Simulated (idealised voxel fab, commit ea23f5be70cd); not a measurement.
The following process module bears the name voxel self aligned vias.
FYI the section here is cut, 280 nm wide, cells are 5 nm squares.
Throughout this document, each cross-section is represented as a grid of square cells and is presented as a sequence of bands enumerated from the top downward, where a band comprises one or more rows of cells.
Each band's line starts with the height of the band's top and of its bottom, in nm. Then come its materials from left to right, each with its width in nm. One material with "full width" fills the band from edge to edge. "blank" is empty space.
Heights from 0 (as-received wafer is one material below). Bottom band endless downward, as "0 nm and below".
Think of "30 to 40" as a width that walks from the first number to the second as you go down the band, top row to bottom row, taking equal-sized steps from row to row.
Any step labelled "identical to before" changed none of the cells in the cross-section.
Look at "Unvented voids" for the closed voids: empty spaces with no open path to the top, sized 8 cells or up. Each is width x height at distance, distance from the left edge, all nm.
On each step's line, the part that comes after the settings is the simulator's own comment on the step.
overlay nm: how far to the right of its planned place the mask lay on this masked step (negative: to the left).
Everything after this point is organized in pairs: a cross-section before one process step, a cross-section after it that shows only as deep as the lowest changed band, and, under the pair, the intervening step with its settings. Because different runs of this module on the same starting wafer can supply different pairs, a pair continues from the pair above it only if its entry headed "Before this step" says so.
[Before this step]
70 nm to 50 nm | lowk full width
50 nm to 40 nm | lowk=85, SiN=30, lowk=45, SiN=30, lowk=90
40 nm to 25 nm | lowk=85, TiN=5, W=20, TiN=5, lowk=45, TiN=5, W=20, TiN=5, lowk=90
25 nm to 20 nm | lowk=85, TiN=30, lowk=45, TiN=30, lowk=90
20 nm to 15 nm | SiCN full width
15 nm to 0 nm | SiO2 full width
0 nm and below | Si full width
Unvented voids: none
[Step Outcome]
70 nm to 50 nm | blank=75, lowk=50, blank=155
For the remainder of the cross-section, below 50, there is no change.
Unvented voids: none
Which operation links the two cross-sections above? MASKED_ETCH, tone cover, mask id VIAS, width nm 50, etch materials lowk, depth nm 20, overlay nm 0
Before this step: the after view from the pair directly above serves as the before view here.
[Step Outcome]
75 nm to 70 nm | blank=70, TiN=60, blank=150
70 nm to 55 nm | blank=70, TiN=5, lowk=50, TiN=5, blank=150
55 nm to 50 nm | TiN=75, lowk=50, TiN=155
For the remainder of the cross-section, below 50, there is no change.
Unvented voids: none
Which operation links the two cross-sections above? CONFORMAL_DEP, material TiN, thk nm 5
Before this step: the after view from the pair directly above serves as the before view here.
[Step Outcome]
80 nm to 75 nm | Ru full width
75 nm to 70 nm | Ru=70, TiN=60, Ru=150
70 nm to 55 nm | Ru=70, TiN=5, lowk=50, TiN=5, Ru=150
For the remainder of the cross-section, below 55, there is no change.
Unvented voids: none
Which operation links the two cross-sections above? FILL_DEP, material Ru, thk nm 5
Before this step: the after view from the pair directly above serves as the before view here.
[Step Outcome]
70 nm to 55 nm | Ru=70, TiN=5, lowk=50, TiN=5, Ru=150
For the remainder of the cross-section, below 55, there is no change.
Unvented voids: none
Which operation links the two cross-sections above? CMP, height nm 70
Before this step: the after view from the pair directly above serves as the before view here.
[Step Outcome]
75 nm to 70 nm | SiN full width
For the remainder of the cross-section, below 70, there is no change.
Unvented voids: none
Which operation links the two cross-sections above? CONFORMAL_DEP, material SiN, thk nm 5
